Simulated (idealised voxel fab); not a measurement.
Documented hereafter: the process module known as voxel transistor to metal.
Section shown: cut. Width: 205 nm. Cell size: 5 nm, square.
Each cross-section below is a grid of square cells, stated as bands in top-down order, with one or more rows of cells making up each band.
Each band's line starts with the height of the band's top and of its bottom, in nm. Then come its materials from left to right, each with its width in nm. One material with "all across" fills the band from edge to edge. "air" is empty space.
Heights are reckoned from 0. Under this level, the received wafer is all of one material. The bottommost band is open-ended downward, for example "0 nm and below".
A width such as "30..40" changes by the same amount from each row of cells to the next, from the band's top row to its bottom row.
It should be understood that the words "same as before", when stated for a given step, signify that the cross-section underwent no change in any of its cells during that step.
In "Sealed void inventory" the enclosed voids are listed, meaning empty spaces of 8 cells or larger without any opening to the top. The form is width x height at distance, distance from the left edge, units nm.
The remark found on a step's line after its settings is issued by the simulator itself and pertains to that step.
For masked steps, "overlay nm" on the step line gives how far right of plan the mask actually lay; a minus sign means it lay to the left.

### Intended process steps
| 1 | RECEIVE,material Si |
| 2 | CONFORMAL_DEP,material SiO2,thk nm 5 |
| 3 | CONFORMAL_DEP,material SiN,thk nm 10 |
| 4 | DIRECTIONAL_DEP,material aC,thk nm 10 |
| 5 | PATTERN,tone cover,mask id ACTIVE,material resist,width nm 120,thk nm 30,overlay nm 0 |
| 6 | DIRECTIONAL_ETCH,etch materials aC,depth nm 10 |
| 7 | STRIP,etch materials resist |
| 8 | DIRECTIONAL_ETCH,etch materials SiN,depth nm 10 |
| 9 | DIRECTIONAL_ETCH,etch materials SiO2,depth nm 5 |
| 10 | DIRECTIONAL_ETCH,etch materials Si,depth nm 30 |
| 11 | STRIP,etch materials aC |
| 12 | FILL_DEP,material SiO2,thk nm 10 |
| 13 | CMP,height nm 15 |
| 14 | SELECTIVE_ETCH,etch materials SiO2,depth nm 5 |
| 15 | STRIP,etch materials SiN |
| 16 | SELECTIVE_ETCH,etch materials SiO2,depth nm 5 |
| 17 | OXIDIZE,depth nm 5 |
| 18 | DIRECTIONAL_DEP,material polySi,thk nm 30 |
| 19 | DIRECTIONAL_DEP,material SiCN,thk nm 15 |
| 20 | MASKED_ETCH,tone cover,mask id GATE,width nm 20,etch materials SiCN,depth nm 25,overlay nm 0 |
| 21 | MASKED_ETCH,tone cover,mask id GATE,width nm 20,etch materials polySi,depth nm 40,overlay nm 0 |
| 22 | CONFORMAL_DEP,material SiN,thk nm 5 |
| 23 | DIRECTIONAL_ETCH,etch materials SiN,depth nm 5 |
| 24 | DIRECTIONAL_ETCH,etch materials SiO2,depth nm 5 |
| 25 | DIRECTIONAL_ETCH,etch materials Si,depth nm 5 |
| 26 | EPI,material SiGe,thk nm 10 |
| 27 | FILL_DEP,material SiO2,thk nm 5 |
| 28 | CMP,height nm 45 |
| 29 | DIRECTIONAL_DEP,material SiO2,thk nm 10 |
| 30 | PATTERN,tone open,mask id CONTACT,material resist,width nm 20,pitch nm 80,thk nm 20,overlay nm 0 |
| 31 | DIRECTIONAL_ETCH,etch materials SiO2,depth nm 55 |
| 32 | STRIP,etch materials resist |
| 33 | CONFORMAL_DEP,material TiN,thk nm 5 |
| 34 | FILL_DEP,material W,thk nm 10 |
| 35 | CMP,height nm 55 |
| 36 | DIRECTIONAL_DEP,material TiN,thk nm 5 |
| 37 | DIRECTIONAL_DEP,material W,thk nm 15 |
| 38 | DIRECTIONAL_DEP,material aC,thk nm 10 |
| 39 | PATTERN,tone cover,mask id METAL_1,material resist,width nm 20,pitch nm 80,thk nm 30,overlay nm 0 |
| 40 | DIRECTIONAL_ETCH,etch materials aC,depth nm 10 |
| 41 | STRIP,etch materials resist |
| 42 | DIRECTIONAL_ETCH,etch materials W,depth nm 15 |
| 43 | DIRECTIONAL_ETCH,etch materials TiN,depth nm 5 |
| 44 | STRIP,etch materials aC |
| 45 | CONFORMAL_DEP,material SiN,thk nm 5 |
| 46 | FILL_DEP,material SiO2,thk nm 10 |
| 47 | CMP,height nm 75 |
| 48 | CONFORMAL_DEP,material SiCN,thk nm 5 |
| 49 | DIRECTIONAL_DEP,material SiO2,thk nm 30 |
| 50 | MASKED_ETCH,tone open,mask id METAL_2_HOLES,width nm 15,pitch nm 80,etch materials SiO2,depth nm 30,overlay nm 0 |
| 51 | PATTERN,tone open,mask id METAL_2,material resist,width nm 20,pitch nm 80,thk nm 15,overlay nm 0 |
| 52 | DIRECTIONAL_ETCH,etch materials SiO2,depth nm 20 |
| 53 | DIRECTIONAL_ETCH,etch materials SiCN,depth nm 5 |
| 54 | STRIP,etch materials resist |
| 55 | CONFORMAL_DEP,material TiN,thk nm 5 |
| 56 | FILL_DEP,material Cu,thk nm 5 |
| 57 | CMP,height nm 110 |
| 58 | CONFORMAL_DEP,material SiCN,thk nm 5 |

### Delivered wafer in cross-section: state after step 1
> 0 nm and below  Si all across
> Sealed void inventory: none

### Final cross-section, module run with one mistake (start and plan as above)
> 115 nm to 110 nm  SiCN all across
> 110 nm to 95 nm  SiO2 50, TiN 5, Cu 10, TiN 5, SiO2 60, TiN 5, Cu 10, TiN 5, SiO2 55
> 95 nm to 90 nm  SiO2 50, TiN 5, Cu 5, TiN 10, SiO2 60, TiN 5, Cu 5, TiN 10, SiO2 55
> 90 nm to 80 nm  SiO2 50, TiN 5, Cu 5, TiN 5, SiO2 65, TiN 5, Cu 5, TiN 5, SiO2 60
> 80 nm to 75 nm  SiCN 50, TiN 15, SiCN 65, TiN 15, SiCN 60
> 75 nm to 70 nm  SiN 50, TiN 20, SiN 60, TiN 20, SiN 55
> 70 nm to 55 nm  W all across
> 55 nm to 45 nm  SiO2 50, TiN 5, W 10, TiN 5, SiO2 60, TiN 5, W 10, TiN 5, SiO2 55
> 45 nm to 30 nm  SiO2 50, TiN 5, W 10, TiN 5, SiO2 15, SiN 5, SiCN 20, SiN 5, SiO2 15, TiN 5, W 10, TiN 5, SiO2 55
> 30 nm to 5 nm  SiO2 50, TiN 5, W 10, TiN 5, SiO2 15, SiN 5, polySi 20, SiN 5, SiO2 15, TiN 5, W 10, TiN 5, SiO2 55
> 5 nm to 0 nm  SiO2 35, SiN 5, SiO2 10, TiN 20, SiO2 5, SiGe 10, SiN 5, polySi 20, SiN 5, SiGe 10, SiO2 5, TiN 20, SiO2 10, SiN 5, SiO2 40
> 0 nm to -5 nm  SiO2 40, SiGe 45, SiO2 30, SiGe 45, SiO2 45
> -5 nm to -10 nm  SiO2 40, SiGe 45, Si 30, SiGe 45, SiO2 45
> -10 nm to -30 nm  SiO2 40, Si 120, SiO2 45
> -30 nm and below  Si all across
> Sealed void inventory: none
Here's what went sideways: steps 36 and 37 swapped
